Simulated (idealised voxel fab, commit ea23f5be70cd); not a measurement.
The following process module bears the name voxel transistor to metal.
It is cross-section cut that appears here, measuring 300 nm in width, its square cells being 5 nm in size.
If you're reading a cross-section in this doc, picture square cells in a grid; it comes to you as bands, top ones listed first down to the bottom, and a band can be one or more rows of cells.
Heads up on the band format: heights come first, top then bottom, in nm. After that it's the materials left to right, each with its width in nm. A single material flagged "throughout" fills the whole band edge to edge, and "air" means there's empty space there.
We count height from 0. Below that, the starting wafer is all one material. The lowest band never ends at the bottom but goes on down; see "from 0 down" for how that is written.
Read "30..40" as a graded width: first number on top, second number at the bottom, same change between each pair of neighbouring rows.
Any step labelled "no change occurred" changed none of the cells in the cross-section.
Empty spaces without an open route to the top, at least 8 cells in extent, make up the entry "Enclosed void list"; each is given as width x height at distance, where the distance is measured from the left edge, and all are in nm.
On each step's line, the part that comes after the settings is the simulator's own comment on the step.
overlay nm: right-of-plan distance of the mask on a masked step; negative values mean left-of-plan.
Pairs, read this way: before one process step on the one hand, after it on the other, the after cross-section ending at the lowest band that changed; the step between, settings included, beneath. Same starting wafer throughout, but possibly different runs of this module, so no pair continues from the pair above unless its entry headed "Pre-step section" says so.
PRE-STEP SECTION
    from 85 to 80 = TiN: 40 / air: 10 / TiN: 65 / air: 10 / TiN: 50 / air: 10 / TiN: 65 / air: 10 / TiN: 40
    from 80 to 55 = SiO2: 35 / TiN: 5 / air: 10 / TiN: 5 / SiO2: 55 / TiN: 5 / air: 10 / TiN: 5 / SiO2: 40 / TiN: 5 / air: 10 / TiN: 5 / SiO2: 55 / TiN: 5 / air: 10 / TiN: 5 / SiO2: 35
    from 55 to 50 = SiCN: 35 / TiN: 20 / SiCN: 55 / TiN: 20 / SiCN: 40 / TiN: 20 / SiCN: 55 / TiN: 20 / SiCN: 35
    from 50 to 35 = SiO2: 35 / TiN: 5 / W: 10 / TiN: 5 / SiO2: 55 / TiN: 5 / W: 10 / TiN: 5 / SiO2: 40 / TiN: 5 / W: 10 / TiN: 5 / SiO2: 55 / TiN: 5 / W: 10 / TiN: 5 / SiO2: 35
    from 35 to 20 = SiO2: 35 / TiN: 5 / W: 10 / TiN: 5 / SiO2: 5 / SiN: 5 / SiO2: 5 / SiCN: 25 / SiO2: 5 / SiN: 5 / SiO2: 5 / TiN: 5 / W: 10 / TiN: 5 / SiO2: 40 / TiN: 5 / W: 10 / TiN: 5 / SiO2: 5 / SiN: 5 / SiO2: 5 / SiCN: 25 / SiO2: 5 / SiN: 5 / SiO2: 5 / TiN: 5 / W: 10 / TiN: 5 / SiO2: 35
    from 20 to 15 = SiO2: 35 / TiN: 5 / W: 10 / TiN: 5 / SiO2: 5 / SiN: 5 / SiO2: 5 / polySi: 25 / SiO2: 5 / SiN: 5 / SiO2: 5 / TiN: 5 / W: 10 / TiN: 5 / SiO2: 40 / TiN: 5 / W: 10 / TiN: 5 / SiO2: 5 / SiN: 5 / SiO2: 5 / polySi: 25 / SiO2: 5 / SiN: 5 / SiO2: 5 / TiN: 5 / W: 10 / TiN: 5 / SiO2: 35
    from 15 to 10 = SiO2: 35 / TiN: 20 / SiO2: 5 / SiN: 5 / SiO2: 5 / polySi: 25 / SiO2: 5 / SiN: 5 / SiO2: 5 / TiN: 20 / SiO2: 40 / TiN: 20 / SiO2: 5 / SiN: 5 / SiO2: 5 / polySi: 25 / SiO2: 5 / SiN: 5 / SiO2: 5 / TiN: 20 / SiO2: 35
    from 10 to 5 = SiO2: 30 / nSi: 30 / SiN: 5 / SiO2: 5 / polySi: 25 / SiO2: 5 / SiN: 5 / nSi: 30 / SiO2: 30 / nSi: 30 / SiN: 5 / SiO2: 5 / polySi: 25 / SiO2: 5 / SiN: 5 / nSi: 30 / SiO2: 30
    from 5 to 0 = SiO2: 30 / SiN: 5 / nSi: 25 / SiN: 5 / SiO2: 5 / polySi: 25 / SiO2: 5 / SiN: 5 / nSi: 25 / SiN: 5 / SiO2: 30 / SiN: 5 / nSi: 25 / SiN: 5 / SiO2: 5 / polySi: 25 / SiO2: 5 / SiN: 5 / nSi: 25 / SiN: 5 / SiO2: 30
    from 0 to -5 = SiO2: 35 / nSi: 25 / SiO2: 45 / nSi: 25 / SiO2: 40 / nSi: 25 / SiO2: 45 / nSi: 25 / SiO2: 35
    from -5 to -20 = SiO2: 30 / Si: 5 / nSi: 25 / Si: 45 / nSi: 25 / Si: 5 / SiO2: 30 / Si: 5 / nSi: 25 / Si: 45 / nSi: 25 / Si: 5 / SiO2: 30
    from -20 to -35 = SiO2: 30 / Si: 105 / SiO2: 30 / Si: 105 / SiO2: 30
    from -35 down = Si throughout
    Enclosed void list: none
STEP OUTCOME
    from 95 to 85 = W throughout
    from 85 to 80 = TiN: 40 / W: 10 / TiN: 65 / W: 10 / TiN: 50 / W: 10 / TiN: 65 / W: 10 / TiN: 40
    from 80 to 55 = SiO2: 35 / TiN: 5 / W: 10 / TiN: 5 / SiO2: 55 / TiN: 5 / W: 10 / TiN: 5 / SiO2: 40 / TiN: 5 / W: 10 / TiN: 5 / SiO2: 55 / TiN: 5 / W: 10 / TiN: 5 / SiO2: 35
    Rest of section, below 55: as before.
    Enclosed void list: none
The structure shown above changes from one cross-section to the other through FILL_DEP | material W | thk nm 10
Pre-step section: the cross-section after the pair above
STEP OUTCOME
    from 80 to 55 = SiO2: 35 / TiN: 5 / W: 10 / TiN: 5 / SiO2: 55 / TiN: 5 / W: 10 / TiN: 5 / SiO2: 40 / TiN: 5 / W: 10 / TiN: 5 / SiO2: 55 / TiN: 5 / W: 10 / TiN: 5 / SiO2: 35
    Rest of section, below 55: as before.
    Enclosed void list: none
The structure shown above changes from one cross-section to the other through CMP | height nm 80
Pre-step section: the cross-section after the pair above
STEP OUTCOME
    from 85 to 80 = SiCN throughout
    Rest of section, below 80: as before.
    Enclosed void list: none
The structure shown above changes from one cross-section to the other through CONFORMAL_DEP | material SiCN | thk nm 5
PRE-STEP SECTION
    from 35 to 20 = air: 70 / SiCN: 25 / air: 110 / SiCN: 25 / air: 70
    from 20 to 5 = air: 70 / polySi: 25 / air: 110 / polySi: 25 / air: 70
    from 5 to 0 = SiO2: 25 / air: 45 / polySi: 25 / air: 45 / SiO2: 20 / air: 45 / polySi: 25 / air: 45 / SiO2: 25
    from 0 to -5 = SiO2 throughout
    from -5 to -35 = SiO2: 30 / Si: 105 / SiO2: 30 / Si: 105 / SiO2: 30
    from -35 down = Si throughout
    Enclosed void list: none
STEP OUTCOME
    from 35 to 20 = air: 70 / SiCN: 25 / air: 110 / SiCN: 25 / air: 70
    from 20 to 0 = air: 70 / polySi: 25 / air: 110 / polySi: 25 / air: 70
    from 0 to -5 = SiO2: 25 / air: 45 / SiO2: 25 / air: 45 / SiO2: 20 / air: 45 / SiO2: 25 / air: 45 / SiO2: 25
    Rest of section, below -5: as before.
    Enclosed void list: none
The structure shown above changes from one cross-section to the other through DIRECTIONAL_ETCH | etch materials SiO2 | depth nm 5
Pre-step section: the cross-section after the pair above
STEP OUTCOME
    from 40 to 35 = air: 65 / SiN: 35 / air: 100 / SiN: 35 / air: 65
    from 35 to 20 = air: 65 / SiN: 5 / SiCN: 25 / SiN: 5 / air: 100 / SiN: 5 / SiCN: 25 / SiN: 5 / air: 65
    from 20 to 5 = air: 65 / SiN: 5 / polySi: 25 / SiN: 5 / air: 100 / SiN: 5 / polySi: 25 / SiN: 5 / air: 65
    from 5 to 0 = SiN: 30 / air: 35 / SiN: 5 / polySi: 25 / SiN: 5 / air: 35 / SiN: 30 / air: 35 / SiN: 5 / polySi: 25 / SiN: 5 / air: 35 / SiN: 30
    from 0 to -5 = SiO2: 25 / SiN: 45 / SiO2: 25 / SiN: 45 / SiO2: 20 / SiN: 45 / SiO2: 25 / SiN: 45 / SiO2: 25
    Rest of section, below -5: as before.
    Enclosed void list: none
The structure shown above changes from one cross-section to the other through CONFORMAL_DEP | material SiN | thk nm 5
Pre-step section: the cross-section after the pair above
STEP OUTCOME
    from 35 to 20 = air: 65 / SiN: 5 / SiCN: 25 / SiN: 5 / air: 100 / SiN: 5 / SiCN: 25 / SiN: 5 / air: 65
    from 20 to 0 = air: 65 / SiN: 5 / polySi: 25 / SiN: 5 / air: 100 / SiN: 5 / polySi: 25 / SiN: 5 / air: 65
    from 0 to -5 = SiO2: 25 / SiN: 5 / air: 35 / SiN: 5 / SiO2: 25 / SiN: 5 / air: 35 / SiN: 5 / SiO2: 20 / SiN: 5 / air: 35 / SiN: 5 / SiO2: 25 / SiN: 5 / air: 35 / SiN: 5 / SiO2: 25
    Rest of section, below -5: as before.
    Enclosed void list: none
The structure shown above changes from one cross-section to the other through DIRECTIONAL_ETCH | etch materials SiN | depth nm 5
Pre-step section: the cross-section after the pair above
STEP OUTCOME
    from 35 to 20 = air: 65 / SiN: 5 / SiCN: 25 / SiN: 5 / air: 100 / SiN: 5 / SiCN: 25 / SiN: 5 / air: 65
    from 20 to 0 = air: 65 / SiN: 5 / polySi: 25 / SiN: 5 / air: 100 / SiN: 5 / polySi: 25 / SiN: 5 / air: 65
    from 0 to -5 = air: 25 / SiN: 5 / air: 35 / SiN: 5 / SiO2: 25 / SiN: 5 / air: 35 / SiN: 5 / air: 20 / SiN: 5 / air: 35 / SiN: 5 / SiO2: 25 / SiN: 5 / air: 35 / SiN: 5 / air: 25
    Rest of section, below -5: as before.
    Enclosed void list: none
The structure shown above changes from one cross-section to the other through DIRECTIONAL_ETCH | etch materials SiO2 | depth nm 5
Pre-step section: the cross-section after the pair above
STEP OUTCOME
    from 35 to 20 = air: 65 / SiN: 5 / SiCN: 25 / SiN: 5 / air: 100 / SiN: 5 / SiCN: 25 / SiN: 5 / air: 65
    from 20 to 0 = air: 65 / SiN: 5 / polySi: 25 / SiN: 5 / air: 100 / SiN: 5 / polySi: 25 / SiN: 5 / air: 65
    from 0 to -5 = air: 25 / SiN: 5 / air: 35 / SiN: 5 / SiO2: 25 / SiN: 5 / air: 35 / SiN: 5 / air: 20 / SiN: 5 / air: 35 / SiN: 5 / SiO2: 25 / SiN: 5 / air: 35 / SiN: 5 / air: 25
    from -5 to -20 = SiO2: 30 / air: 35 / Si: 35 / air: 35 / SiO2: 30 / air: 35 / Si: 35 / air: 35 / SiO2: 30
    Rest of section, below -20: as before.
    Enclosed void list: none
The structure shown above changes from one cross-section to the other through DIRECTIONAL_ETCH | etch materials Si | depth nm 15
Pre-step section: the cross-section after the pair above
STEP OUTCOME
    from 35 to 20 = air: 65 / SiN: 5 / SiCN: 25 / SiN: 5 / air: 100 / SiN: 5 / SiCN: 25 / SiN: 5 / air: 65
    from 20 to 10 = air: 65 / SiN: 5 / polySi: 25 / SiN: 5 / air: 100 / SiN: 5 / polySi: 25 / SiN: 5 / air: 65
    from 10 to 0 = air: 50 / nSi: 15 / SiN: 5 / polySi: 25 / SiN: 5 / nSi: 15 / air: 70 / nSi: 15 / SiN: 5 / polySi: 25 / SiN: 5 / nSi: 15 / air: 50
    from 0 to -5 = air: 25 / SiN: 5 / air: 20 / nSi: 15 / SiN: 5 / SiO2: 25 / SiN: 5 / nSi: 15 / air: 20 / SiN: 5 / air: 20 / SiN: 5 / air: 20 / nSi: 15 / SiN: 5 / SiO2: 25 / SiN: 5 / nSi: 15 / air: 20 / SiN: 5 / air: 25
    from -5 to -20 = SiO2: 30 / nSi: 35 / Si: 35 / nSi: 35 / SiO2: 30 / nSi: 35 / Si: 35 / nSi: 35 / SiO2: 30
    Rest of section, below -20: as before.
    Enclosed void list: none
The structure shown above changes from one cross-section to the other through EPI | material nSi | thk nm 15
Pre-step section: the cross-section after the pair above
STEP OUTCOME
    from 45 to 35 = SiO2 throughout
    from 35 to 20 = SiO2: 65 / SiN: 5 / SiCN: 25 / SiN: 5 / SiO2: 100 / SiN: 5 / SiCN: 25 / SiN: 5 / SiO2: 65
    from 20 to 10 = SiO2: 65 / SiN: 5 / polySi: 25 / SiN: 5 / SiO2: 100 / SiN: 5 / polySi: 25 / SiN: 5 / SiO2: 65
    from 10 to 0 = SiO2: 50 / nSi: 15 / SiN: 5 / polySi: 25 / SiN: 5 / nSi: 15 / SiO2: 70 / nSi: 15 / SiN: 5 / polySi: 25 / SiN: 5 / nSi: 15 / SiO2: 50
    from 0 to -5 = SiO2: 25 / SiN: 5 / SiO2: 20 / nSi: 15 / SiN: 5 / SiO2: 25 / SiN: 5 / nSi: 15 / SiO2: 20 / SiN: 5 / SiO2: 20 / SiN: 5 / SiO2: 20 / nSi: 15 / SiN: 5 / SiO2: 25 / SiN: 5 / nSi: 15 / SiO2: 20 / SiN: 5 / SiO2: 25
    Rest of section, below -5: as before.
    Enclosed void list: none
The structure shown above changes from one cross-section to the other through FILL_DEP | material SiO2 | thk nm 10
Pre-step section: the cross-section after the pair above
STEP OUTCOME
    from 35 to 20 = SiO2: 65 / SiN: 5 / SiCN: 25 / SiN: 5 / SiO2: 100 / SiN: 5 / SiCN: 25 / SiN: 5 / SiO2: 65
    Rest of section, below 20: as before.
    Enclosed void list: none
The structure shown above changes from one cross-section to the other through CMP | height nm 35
Pre-step section: the cross-section after the pair above
STEP OUTCOME
    from 50 to 35 = SiO2 throughout
    Rest of section, below 35: as before.
    Enclosed void list: none
The structure shown above changes from one cross-section to the other through DIRECTIONAL_DEP | material SiO2 | thk nm 15
Pre-step section: the cross-section after the pair above
STEP OUTCOME
    from 65 to 50 = resist: 35 / air: 20 / resist: 55 / air: 20 / resist: 40 / air: 20 / resist: 55 / air: 20 / resist: 35
    Rest of section, below 50: as before.
    Enclosed void list: none
The structure shown above changes from one cross-section to the other through PATTERN | tone open | mask id CONTACT | material resist | width nm 20 | thk nm 15 | overlay nm 0
Pre-step section: the cross-section after the pair above
STEP OUTCOME
    from 65 to 50 = resist: 35 / air: 20 / resist: 55 / air: 20 / resist: 40 / air: 20 / resist: 55 / air: 20 / resist: 35
    from 50 to 35 = SiO2: 35 / air: 20 / SiO2: 55 / air: 20 / SiO2: 40 / air: 20 / SiO2: 55 / air: 20 / SiO2: 35
    from 35 to 20 = SiO2: 35 / air: 20 / SiO2: 10 / SiN: 5 / SiCN: 25 / SiN: 5 / SiO2: 10 / air: 20 / SiO2: 40 / air: 20 / SiO2: 10 / SiN: 5 / SiCN: 25 / SiN: 5 / SiO2: 10 / air: 20 / SiO2: 35
    from 20 to 10 = SiO2: 35 / air: 20 / SiO2: 10 / SiN: 5 / polySi: 25 / SiN: 5 / SiO2: 10 / air: 20 / SiO2: 40 / air: 20 / SiO2: 10 / SiN: 5 / polySi: 25 / SiN: 5 / SiO2: 10 / air: 20 / SiO2: 35
    Rest of section, below 10: as before.
    Enclosed void list: none
The structure shown above changes from one cross-section to the other through DIRECTIONAL_ETCH | etch materials SiO2 | depth nm 40
Pre-step section: the cross-section after the pair above
STEP OUTCOME
    from 50 to 35 = SiO2: 35 / air: 20 / SiO2: 55 / air: 20 / SiO2: 40 / air: 20 / SiO2: 55 / air: 20 / SiO2: 35
    Rest of section, below 35: as before.
    Enclosed void list: none
The structure shown above changes from one cross-section to the other through STRIP | etch materials resist
Pre-step section: the cross-section after the pair above
STEP OUTCOME
    from 55 to 50 = TiN: 40 / air: 10 / TiN: 65 / air: 10 / TiN: 50 / air: 10 / TiN: 65 / air: 10 / TiN: 40
    from 50 to 35 = SiO2: 35 / TiN: 5 / air: 10 / TiN: 5 / SiO2: 55 / TiN: 5 / air: 10 / TiN: 5 / SiO2: 40 / TiN: 5 / air: 10 / TiN: 5 / SiO2: 55 / TiN: 5 / air: 10 / TiN: 5 / SiO2: 35
    from 35 to 20 = SiO2: 35 / TiN: 5 / air: 10 / TiN: 5 / SiO2: 10 / SiN: 5 / SiCN: 25 / SiN: 5 / SiO2: 10 / TiN: 5 / air: 10 / TiN: 5 / SiO2: 40 / TiN: 5 / air: 10 / TiN: 5 / SiO2: 10 / SiN: 5 / SiCN: 25 / SiN: 5 / SiO2: 10 / TiN: 5 / air: 10 / TiN: 5 / SiO2: 35
    from 20 to 15 = SiO2: 35 / TiN: 5 / air: 10 / TiN: 5 / SiO2: 10 / SiN: 5 / polySi: 25 / SiN: 5 / SiO2: 10 / TiN: 5 / air: 10 / TiN: 5 / SiO2: 40 / TiN: 5 / air: 10 / TiN: 5 / SiO2: 10 / SiN: 5 / polySi: 25 / SiN: 5 / SiO2: 10 / TiN: 5 / air: 10 / TiN: 5 / SiO2: 35
    from 15 to 10 = SiO2: 35 / TiN: 20 / SiO2: 10 / SiN: 5 / polySi: 25 / SiN: 5 / SiO2: 10 / TiN: 20 / SiO2: 40 / TiN: 20 / SiO2: 10 / SiN: 5 / polySi: 25 / SiN: 5 / SiO2: 10 / TiN: 20 / SiO2: 35
    Rest of section, below 10: as before.
    Enclosed void list: none
The structure shown above changes from one cross-section to the other through CONFORMAL_DEP | material TiN | thk nm 5
Pre-step section: the cross-section after the pair above
STEP OUTCOME
    from 60 to 55 = W throughout
    from 55 to 50 = TiN: 40 / W: 10 / TiN: 65 / W: 10 / TiN: 50 / W: 10 / TiN: 65 / W: 10 / TiN: 40
    from 50 to 35 = SiO2: 35 / TiN: 5 / W: 10 / TiN: 5 / SiO2: 55 / TiN: 5 / W: 10 / TiN: 5 / SiO2: 40 / TiN: 5 / W: 10 / TiN: 5 / SiO2: 55 / TiN: 5 / W: 10 / TiN: 5 / SiO2: 35
    from 35 to 20 = SiO2: 35 / TiN: 5 / W: 10 / TiN: 5 / SiO2: 10 / SiN: 5 / SiCN: 25 / SiN: 5 / SiO2: 10 / TiN: 5 / W: 10 / TiN: 5 / SiO2: 40 / TiN: 5 / W: 10 / TiN: 5 / SiO2: 10 / SiN: 5 / SiCN: 25 / SiN: 5 / SiO2: 10 / TiN: 5 / W: 10 / TiN: 5 / SiO2: 35
    from 20 to 15 = SiO2: 35 / TiN: 5 / W: 10 / TiN: 5 / SiO2: 10 / SiN: 5 / polySi: 25 / SiN: 5 / SiO2: 10 / TiN: 5 / W: 10 / TiN: 5 / SiO2: 40 / TiN: 5 / W: 10 / TiN: 5 / SiO2: 10 / SiN: 5 / polySi: 25 / SiN: 5 / SiO2: 10 / TiN: 5 / W: 10 / TiN: 5 / SiO2: 35
    Rest of section, below 15: as before.
    Enclosed void list: none
The structure shown above changes from one cross-section to the other through FILL_DEP | material W | thk nm 5
Pre-step section: the cross-section after the pair above
STEP OUTCOME
    from 50 to 35 = SiO2: 35 / TiN: 5 / W: 10 / TiN: 5 / SiO2: 55 / TiN: 5 / W: 10 / TiN: 5 / SiO2: 40 / TiN: 5 / W: 10 / TiN: 5 / SiO2: 55 / TiN: 5 / W: 10 / TiN: 5 / SiO2: 35
    Rest of section, below 35: as before.
    Enclosed void list: none
The structure shown above changes from one cross-section to the other through CMP | height nm 50
Pre-step section: the cross-section after the pair above
STEP OUTCOME
    from 55 to 50 = SiCN throughout
    Rest of section, below 50: as before.
    Enclosed void list: none
The structure shown above changes from one cross-section to the other through CONFORMAL_DEP | material SiCN | thk nm 5
Pre-step section: the cross-section after the pair above
STEP OUTCOME
    from 80 to 55 = SiO2 throughout
    Rest of section, below 55: as before.
    Enclosed void list: none
The structure shown above changes from one cross-section to the other through DIRECTIONAL_DEP | material SiO2 | thk nm 25
Pre-step section: the cross-section after the pair above
STEP OUTCOME
    from 95 to 80 = resist: 35 / air: 20 / resist: 55 / air: 20 / resist: 40 / air: 20 / resist: 55 / air: 20 / resist: 35
    Rest of section, below 80: as before.
    Enclosed void list: none
The structure shown above changes from one cross-section to the other through PATTERN | tone open | mask id METAL_1 | material resist | width nm 20 | thk nm 15 | overlay nm 0
Pre-step section: the cross-section after the pair above
STEP OUTCOME
    from 95 to 80 = resist: 35 / air: 20 / resist: 55 / air: 20 / resist: 40 / air: 20 / resist: 55 / air: 20 / resist: 35
    from 80 to 55 = SiO2: 35 / air: 20 / SiO2: 55 / air: 20 / SiO2: 40 / air: 20 / SiO2: 55 / air: 20 / SiO2: 35
    Rest of section, below 55: as before.
    Enclosed void list: none
The structure shown above changes from one cross-section to the other through DIRECTIONAL_ETCH | etch materials SiO2 | depth nm 25
Pre-step section: the cross-section after the pair above
STEP OUTCOME
    from 95 to 80 = resist: 35 / air: 20 / resist: 55 / air: 20 / resist: 40 / air: 20 / resist: 55 / air: 20 / resist: 35
    from 80 to 55 = SiO2: 35 / air: 20 / SiO2: 55 / air: 20 / SiO2: 40 / air: 20 / SiO2: 55 / air: 20 / SiO2: 35
    from 55 to 50 = SiCN: 35 / air: 20 / SiCN: 55 / air: 20 / SiCN: 40 / air: 20 / SiCN: 55 / air: 20 / SiCN: 35
    Rest of section, below 50: as before.
    Enclosed void list: none
The structure shown above changes from one cross-section to the other through DIRECTIONAL_ETCH | etch materials SiCN | depth nm 5
Pre-step section: the cross-section after the pair above
STEP OUTCOME
    from 80 to 55 = SiO2: 35 / air: 20 / SiO2: 55 / air: 20 / SiO2: 40 / air: 20 / SiO2: 55 / air: 20 / SiO2: 35
    Rest of section, below 55: as before.
    Enclosed void list: none
The structure shown above changes from one cross-section to the other through STRIP | etch materials resist
Pre-step section: the cross-section after the pair above
STEP OUTCOME
    from 85 to 80 = TiN: 40 / air: 10 / TiN: 65 / air: 10 / TiN: 50 / air: 10 / TiN: 65 / air: 10 / TiN: 40
    from 80 to 55 = SiO2: 35 / TiN: 5 / air: 10 / TiN: 5 / SiO2: 55 / TiN: 5 / air: 10 / TiN: 5 / SiO2: 40 / TiN: 5 / air: 10 / TiN: 5 / SiO2: 55 / TiN: 5 / air: 10 / TiN: 5 / SiO2: 35
    from 55 to 50 = SiCN: 35 / TiN: 20 / SiCN: 55 / TiN: 20 / SiCN: 40 / TiN: 20 / SiCN: 55 / TiN: 20 / SiCN: 35
    Rest of section, below 50: as before.
    Enclosed void list: none
The structure shown above changes from one cross-section to the other through CONFORMAL_DEP | material TiN | thk nm 5
Pre-step section: the cross-section after the pair above
STEP OUTCOME
    from 95 to 85 = W throughout
    from 85 to 80 = TiN: 40 / W: 10 / TiN: 65 / W: 10 / TiN: 50 / W: 10 / TiN: 65 / W: 10 / TiN: 40
    from 80 to 55 = SiO2: 35 / TiN: 5 / W: 10 / TiN: 5 / SiO2: 55 / TiN: 5 / W: 10 / TiN: 5 / SiO2: 40 / TiN: 5 / W: 10 / TiN: 5 / SiO2: 55 / TiN: 5 / W: 10 / TiN: 5 / SiO2: 35
    Rest of section, below 55: as before.
    Enclosed void list: none
The structure shown above changes from one cross-section to the other through FILL_DEP | material W | thk nm 10
Pre-step section: the cross-section after the pair above
STEP OUTCOME
    from 80 to 55 = SiO2: 35 / TiN: 5 / W: 10 / TiN: 5 / SiO2: 55 / TiN: 5 / W: 10 / TiN: 5 / SiO2: 40 / TiN: 5 / W: 10 / TiN: 5 / SiO2: 55 / TiN: 5 / W: 10 / TiN: 5 / SiO2: 35
    Rest of section, below 55: as before.
    Enclosed void list: none
The structure shown above changes from one cross-section to the other through CMP | height nm 80
Pre-step section: the cross-section after the pair above
STEP OUTCOME
    from 85 to 80 = SiCN throughout
    Rest of section, below 80: as before.
    Enclosed void list: none
The structure shown above changes from one cross-section to the other through CONFORMAL_DEP | material SiCN | thk nm 5
PRE-STEP SECTION
    from 50 to 35 = SiO2 throughout
    from 35 to 20 = SiO2: 60 / SiN: 5 / SiO2: 5 / SiCN: 25 / SiO2: 5 / SiN: 5 / SiO2: 90 / SiN: 5 / SiO2: 5 / SiCN: 25 / SiO2: 5 / SiN: 5 / SiO2: 60
    from 20 to 10 = SiO2: 60 / SiN: 5 / SiO2: 5 / polySi: 25 / SiO2: 5 / SiN: 5 / SiO2: 90 / SiN: 5 / SiO2: 5 / polySi: 25 / SiO2: 5 / SiN: 5 / SiO2: 60
    from 10 to 5 = SiO2: 30 / nSi: 30 / SiN: 5 / SiO2: 5 / polySi: 25 / SiO2: 5 / SiN: 5 / nSi: 30 / SiO2: 30 / nSi: 30 / SiN: 5 / SiO2: 5 / polySi: 25 / SiO2: 5 / SiN: 5 / nSi: 30 / SiO2: 30
    from 5 to 0 = SiO2: 30 / SiN: 5 / nSi: 25 / SiN: 5 / SiO2: 5 / polySi: 25 / SiO2: 5 / SiN: 5 / nSi: 25 / SiN: 5 / SiO2: 30 / SiN: 5 / nSi: 25 / SiN: 5 / SiO2: 5 / polySi: 25 / SiO2: 5 / SiN: 5 / nSi: 25 / SiN: 5 / SiO2: 30
    from 0 to -5 = SiO2: 35 / nSi: 25 / SiO2: 45 / nSi: 25 / SiO2: 40 / nSi: 25 / SiO2: 45 / nSi: 25 / SiO2: 35
    from -5 to -20 = SiO2: 30 / Si: 5 / nSi: 25 / Si: 45 / nSi: 25 / Si: 5 / SiO2: 30 / Si: 5 / nSi: 25 / Si: 45 / nSi: 25 / Si: 5 / SiO2: 30
    from -20 to -35 = SiO2: 30 / Si: 105 / SiO2: 30 / Si: 105 / SiO2: 30
    from -35 down = Si throughout
    Enclosed void list: none
STEP OUTCOME
    from 65 to 35 = SiO2 throughout
    Rest of section, below 35: as before.
    Enclosed void list: none
The structure shown above changes from one cross-section to the other through DIRECTIONAL_DEP | material SiO2 | thk nm 15
Pre-step section: the cross-section after the pair above
STEP OUTCOME
    from 80 to 65 = resist: 35 / air: 20 / resist: 55 / air: 20 / resist: 40 / air: 20 / resist: 55 / air: 20 / resist: 35
    Rest of section, below 65: as before.
    Enclosed void list: none
The structure shown above changes from one cross-section to the other through PATTERN | tone open | mask id CONTACT | material resist | width nm 20 | thk nm 15 | overlay nm 0
Pre-step section: the cross-section after the pair above
STEP OUTCOME
    from 80 to 65 = resist: 35 / air: 20 / resist: 55 / air: 20 / resist: 40 / air: 20 / resist: 55 / air: 20 / resist: 35
    from 65 to 35 = SiO2: 35 / air: 20 / SiO2: 55 / air: 20 / SiO2: 40 / air: 20 / SiO2: 55 / air: 20 / SiO2: 35
    from 35 to 25 = SiO2: 35 / air: 20 / SiO2: 5 / SiN: 5 / SiO2: 5 / SiCN: 25 / SiO2: 5 / SiN: 5 / SiO2: 5 / air: 20 / SiO2: 40 / air: 20 / SiO2: 5 / SiN: 5 / SiO2: 5 / SiCN: 25 / SiO2: 5 / SiN: 5 / SiO2: 5 / air: 20 / SiO2: 35
    Rest of section, below 25: as before.
    Enclosed void list: none
The structure shown above changes from one cross-section to the other through DIRECTIONAL_ETCH | etch materials SiO2 | depth nm 40
Pre-step section: the cross-section after the pair above
STEP OUTCOME
    from 65 to 35 = SiO2: 35 / air: 20 / SiO2: 55 / air: 20 / SiO2: 40 / air: 20 / SiO2: 55 / air: 20 / SiO2: 35
    Rest of section, below 35: as before.
    Enclosed void list: none
The structure shown above changes from one cross-section to the other through STRIP | etch materials resist
Pre-step section: the cross-section after the pair above
STEP OUTCOME
    from 70 to 65 = TiN: 40 / air: 10 / TiN: 65 / air: 10 / TiN: 50 / air: 10 / TiN: 65 / air: 10 / TiN: 40
    from 65 to 35 = SiO2: 35 / TiN: 5 / air: 10 / TiN: 5 / SiO2: 55 / TiN: 5 / air: 10 / TiN: 5 / SiO2: 40 / TiN: 5 / air: 10 / TiN: 5 / SiO2: 55 / TiN: 5 / air: 10 / TiN: 5 / SiO2: 35
    from 35 to 30 = SiO2: 35 / TiN: 5 / air: 10 / TiN: 5 / SiO2: 5 / SiN: 5 / SiO2: 5 / SiCN: 25 / SiO2: 5 / SiN: 5 / SiO2: 5 / TiN: 5 / air: 10 / TiN: 5 / SiO2: 40 / TiN: 5 / air: 10 / TiN: 5 / SiO2: 5 / SiN: 5 / SiO2: 5 / SiCN: 25 / SiO2: 5 / SiN: 5 / SiO2: 5 / TiN: 5 / air: 10 / TiN: 5 / SiO2: 35
    from 30 to 25 = SiO2: 35 / TiN: 20 / SiO2: 5 / SiN: 5 / SiO2: 5 / SiCN: 25 / SiO2: 5 / SiN: 5 / SiO2: 5 / TiN: 20 / SiO2: 40 / TiN: 20 / SiO2: 5 / SiN: 5 / SiO2: 5 / SiCN: 25 / SiO2: 5 / SiN: 5 / SiO2: 5 / TiN: 20 / SiO2: 35
    Rest of section, below 25: as before.
    Enclosed void list: none
The structure shown above changes from one cross-section to the other through CONFORMAL_DEP | material TiN | thk nm 5
Pre-step section: the cross-section after the pair above
STEP OUTCOME
    from 75 to 70 = W throughout
    from 70 to 65 = TiN: 40 / W: 10 / TiN: 65 / W: 10 / TiN: 50 / W: 10 / TiN: 65 / W: 10 / TiN: 40
    from 65 to 35 = SiO2: 35 / TiN: 5 / W: 10 / TiN: 5 / SiO2: 55 / TiN: 5 / W: 10 / TiN: 5 / SiO2: 40 / TiN: 5 / W: 10 / TiN: 5 / SiO2: 55 / TiN: 5 / W: 10 / TiN: 5 / SiO2: 35
    from 35 to 30 = SiO2: 35 / TiN: 5 / W: 10 / TiN: 5 / SiO2: 5 / SiN: 5 / SiO2: 5 / SiCN: 25 / SiO2: 5 / SiN: 5 / SiO2: 5 / TiN: 5 / W: 10 / TiN: 5 / SiO2: 40 / TiN: 5 / W: 10 / TiN: 5 / SiO2: 5 / SiN: 5 / SiO2: 5 / SiCN: 25 / SiO2: 5 / SiN: 5 / SiO2: 5 / TiN: 5 / W: 10 / TiN: 5 / SiO2: 35
    Rest of section, below 30: as before.
    Enclosed void list: none
The structure shown above changes from one cross-section to the other through FILL_DEP | material W | thk nm 5
Pre-step section: the cross-section after the pair above
STEP OUTCOME
    from 50 to 35 = SiO2: 35 / TiN: 5 / W: 10 / TiN: 5 / SiO2: 55 / TiN: 5 / W: 10 / TiN: 5 / SiO2: 40 / TiN: 5 / W: 10 / TiN: 5 / SiO2: 55 / TiN: 5 / W: 10 / TiN: 5 / SiO2: 35
    Rest of section, below 35: as before.
    Enclosed void list: none
The structure shown above changes from one cross-section to the other through CMP | height nm 50
Pre-step section: the cross-section after the pair above
STEP OUTCOME
    from 55 to 50 = SiCN throughout
    Rest of section, below 50: as before.
    Enclosed void list: none
The structure shown above changes from one cross-section to the other through CONFORMAL_DEP | material SiCN | thk nm 5
Pre-step section: the cross-section after the pair above
STEP OUTCOME
    from 80 to 55 = SiO2 throughout
    Rest of section, below 55: as before.
    Enclosed void list: none
The structure shown above changes from one cross-section to the other through DIRECTIONAL_DEP | material SiO2 | thk nm 25
